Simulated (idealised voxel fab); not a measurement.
You're looking at the process module voxel transistor to metal.
Section cut is 295 nm wide and gridded with 5 nm square cells.
Heads up, the way a cross-section reads in here is a grid of square cells, handed over as bands from the top down, with every band being one or more rows of cells. Basically the band line says how high the top is and how high the bottom is, in nm, and then what's in it from left to right, every material with its width in nm. Empty space shows up as "empty", and if a single material carries "edge to edge" it runs the full band edge to edge. Counting heights begins at 0, where everything beneath is, in the wafer as received, one material. The lowest band has no bottom; it goes on downwards, as "0 -> down" shows. Graded width ("30 to 40"): value in top row of band = first number; value in bottom row = second number; row-to-row change constant. The designation "no modification", where it is given for a processing step, indicates that no cell of the cross-section was altered in the course of that step. Entry "Closed void register". Content: empty spaces with no open connection to the top, size 8 cells or greater. Each: width x height at distance. Distance: from left edge. Unit: nm. Past the settings on a step's line: simulator remark, on that step. "overlay nm" denotes, for a step that has a mask, the displacement of the mask to the right of its planned place, with negative values corresponding to the left.

**This section lists the process steps that were planned**
1: RECEIVE | material Si
2: OXIDIZE | depth nm 5
3: CONFORMAL_DEP | material SiN | thk nm 15
4: MASKED_ETCH | tone cover | mask id ACTIVE | width nm 115 | pitch nm 135 | etch materials SiN | depth nm 15 | overlay nm 0
5: MASKED_ETCH | tone cover | mask id ACTIVE | width nm 115 | pitch nm 135 | etch materials SiO2 | depth nm 5 | overlay nm 0
6: MASKED_ETCH | tone cover | mask id ACTIVE | width nm 115 | pitch nm 135 | etch materials Si | depth nm 35 | overlay nm 0
7: FILL_DEP | material SiO2 | thk nm 15
8: CMP | height nm 15
9: SELECTIVE_ETCH | etch materials SiO2 | depth nm 5
10: STRIP | etch materials SiN
11: SELECTIVE_ETCH | etch materials SiO2 | depth nm 5
12: OXIDIZE | depth nm 5
13: DIRECTIONAL_DEP | material polySi | thk nm 20
14: DIRECTIONAL_DEP | material SiCN | thk nm 15
15: DIRECTIONAL_DEP | material aC | thk nm 15
16: PATTERN | tone cover | mask id GATE | material resist | width nm 15 | pitch nm 135 | thk nm 35 | overlay nm 0
17: DIRECTIONAL_ETCH | etch materials aC | depth nm 15
18: STRIP | etch materials resist
19: DIRECTIONAL_ETCH | etch materials SiCN | depth nm 25
20: DIRECTIONAL_ETCH | etch materials polySi | depth nm 30
21: STRIP | etch materials aC
22: CONFORMAL_DEP | material SiN | thk nm 5
23: DIRECTIONAL_ETCH | etch materials SiN | depth nm 5
24: DIRECTIONAL_ETCH | etch materials SiO2 | depth nm 5
25: DIRECTIONAL_ETCH | etch materials Si | depth nm 5
26: EPI | material pSi | thk nm 10
27: FILL_DEP | material SiO2 | thk nm 10
28: CMP | height nm 30
29: DIRECTIONAL_DEP | material SiO2 | thk nm 15
30: MASKED_ETCH | tone open | mask id CONTACT | width nm 20 | etch materials SiO2 | depth nm 50 | overlay nm 0
31: CONFORMAL_DEP | material TiN | thk nm 5
32: FILL_DEP | material W | thk nm 10
33: CMP | height nm 45
34: DIRECTIONAL_DEP | material TiN | thk nm 5
35: DIRECTIONAL_DEP | material Ru | thk nm 20
36: DIRECTIONAL_DEP | material aC | thk nm 15
37: PATTERN | tone cover | mask id METAL_1 | material resist | width nm 20 | thk nm 30 | overlay nm 0
38: DIRECTIONAL_ETCH | etch materials aC | depth nm 15
39: STRIP | etch materials resist
40: DIRECTIONAL_ETCH | etch materials Ru | depth nm 20
41: DIRECTIONAL_ETCH | etch materials TiN | depth nm 5
42: STRIP | etch materials aC
43: CONFORMAL_DEP | material SiCN | thk nm 5
44: FILL_DEP | material SiO2 | thk nm 10
45: CMP | height nm 70
46: CONFORMAL_DEP | material SiN | thk nm 5

**Wafer cross-section on receipt, i.e. after step 1**
    0 -> down  Si edge to edge
    Closed void register: none

**First wafer of two, sectioned at end of module; run went per plan**
    75 -> 70  SiN edge to edge
    70 -> 50  SiO2 25  SiCN 5  Ru 20  SiCN 5  SiO2 45  SiCN 5  Ru 20  SiCN 5  SiO2 30  SiCN 5  Ru 20  SiCN 5  SiO2 45  SiCN 5  Ru 20  SiCN 5  SiO2 30
    50 -> 45  SiCN 30  TiN 20  SiCN 55  TiN 20  SiCN 40  TiN 20  SiCN 55  TiN 20  SiCN 35
    45 -> 30  SiO2 30  TiN 5  W 10  TiN 5  SiO2 55  TiN 5  W 10  TiN 5  SiO2 40  TiN 5  W 10  TiN 5  SiO2 55  TiN 5  W 10  TiN 5  SiO2 35
    30 -> 15  SiO2 30  TiN 5  W 10  TiN 5  SiO2 15  SiN 5  SiCN 15  SiN 5  SiO2 15  TiN 5  W 10  TiN 5  SiO2 40  TiN 5  W 10  TiN 5  SiO2 15  SiN 5  SiCN 15  SiN 5  SiO2 15  TiN 5  W 10  TiN 5  SiO2 35
    15 -> 5  SiO2 30  TiN 5  W 10  TiN 5  SiO2 15  SiN 5  polySi 15  SiN 5  SiO2 15  TiN 5  W 10  TiN 5  SiO2 40  TiN 5  W 10  TiN 5  SiO2 15  SiN 5  polySi 15  SiN 5  SiO2 15  TiN 5  W 10  TiN 5  SiO2 35
    5 -> 0  SiO2 15  SiN 5  SiO2 10  TiN 5  W 10  TiN 5  SiO2 15  SiN 5  polySi 15  SiN 5  SiO2 15  TiN 5  W 10  TiN 5  SiO2 10  SiN 5  SiO2 10  SiN 5  SiO2 10  TiN 5  W 10  TiN 5  SiO2 15  SiN 5  polySi 15  SiN 5  SiO2 15  TiN 5  W 10  TiN 5  SiO2 10  SiN 5  SiO2 20
    0 -> -5  SiO2 15  SiN 5  SiO2 10  TiN 20  SiO2 5  pSi 10  SiN 5  polySi 15  SiN 5  pSi 10  SiO2 5  TiN 20  SiO2 10  SiN 5  SiO2 10  SiN 5  SiO2 10  TiN 20  SiO2 5  pSi 10  SiN 5  polySi 15  SiN 5  pSi 10  SiO2 5  TiN 20  SiO2 10  SiN 5  SiO2 20
    -5 -> -10  SiO2 20  pSi 45  SiO2 25  pSi 45  SiO2 20  pSi 45  SiO2 25  pSi 45  SiO2 25
    -10 -> -15  SiO2 20  pSi 45  Si 25  pSi 45  SiO2 20  pSi 45  Si 25  pSi 45  SiO2 25
    -15 -> -40  SiO2 20  Si 115  SiO2 20  Si 115  SiO2 25
    -40 -> down  Si edge to edge
    Closed void register: none

**What the second wafer looks like in cross-section once the module is done. Its start and its plan matched the first wafer's exactly; what differed was one mistake in how it was run**
    75 -> 70  SiN edge to edge
    70 -> 65  SiCN 30  TiN 20  SiCN 55  TiN 20  SiCN 40  TiN 20  SiCN 55  TiN 20  SiCN 35
    65 -> 45  Ru edge to edge
    45 -> 30  SiO2 30  TiN 5  W 10  TiN 5  SiO2 55  TiN 5  W 10  TiN 5  SiO2 40  TiN 5  W 10  TiN 5  SiO2 55  TiN 5  W 10  TiN 5  SiO2 35
    30 -> 15  SiO2 30  TiN 5  W 10  TiN 5  SiO2 15  SiN 5  SiCN 15  SiN 5  SiO2 15  TiN 5  W 10  TiN 5  SiO2 40  TiN 5  W 10  TiN 5  SiO2 15  SiN 5  SiCN 15  SiN 5  SiO2 15  TiN 5  W 10  TiN 5  SiO2 35
    15 -> 5  SiO2 30  TiN 5  W 10  TiN 5  SiO2 15  SiN 5  polySi 15  SiN 5  SiO2 15  TiN 5  W 10  TiN 5  SiO2 40  TiN 5  W 10  TiN 5  SiO2 15  SiN 5  polySi 15  SiN 5  SiO2 15  TiN 5  W 10  TiN 5  SiO2 35
    5 -> 0  SiO2 15  SiN 5  SiO2 10  TiN 5  W 10  TiN 5  SiO2 15  SiN 5  polySi 15  SiN 5  SiO2 15  TiN 5  W 10  TiN 5  SiO2 10  SiN 5  SiO2 10  SiN 5  SiO2 10  TiN 5  W 10  TiN 5  SiO2 15  SiN 5  polySi 15  SiN 5  SiO2 15  TiN 5  W 10  TiN 5  SiO2 10  SiN 5  SiO2 20
    0 -> -5  SiO2 15  SiN 5  SiO2 10  TiN 20  SiO2 5  pSi 10  SiN 5  polySi 15  SiN 5  pSi 10  SiO2 5  TiN 20  SiO2 10  SiN 5  SiO2 10  SiN 5  SiO2 10  TiN 20  SiO2 5  pSi 10  SiN 5  polySi 15  SiN 5  pSi 10  SiO2 5  TiN 20  SiO2 10  SiN 5  SiO2 20
    -5 -> -10  SiO2 20  pSi 45  SiO2 25  pSi 45  SiO2 20  pSi 45  SiO2 25  pSi 45  SiO2 25
    -10 -> -15  SiO2 20  pSi 45  Si 25  pSi 45  SiO2 20  pSi 45  Si 25  pSi 45  SiO2 25
    -15 -> -40  SiO2 20  Si 115  SiO2 20  Si 115  SiO2 25
    -40 -> down  Si edge to edge
    Closed void register: none
The plan and the run diverged here: the executed order of steps 34 and 35 is the reverse of that specified in the plan, each step having taken the other's position
Wrapping up, a cell-based count of both wafers puts the second over or under the first for these materials: 172 more of Ru; 32 fewer of SiCN; 140 fewer of SiO2
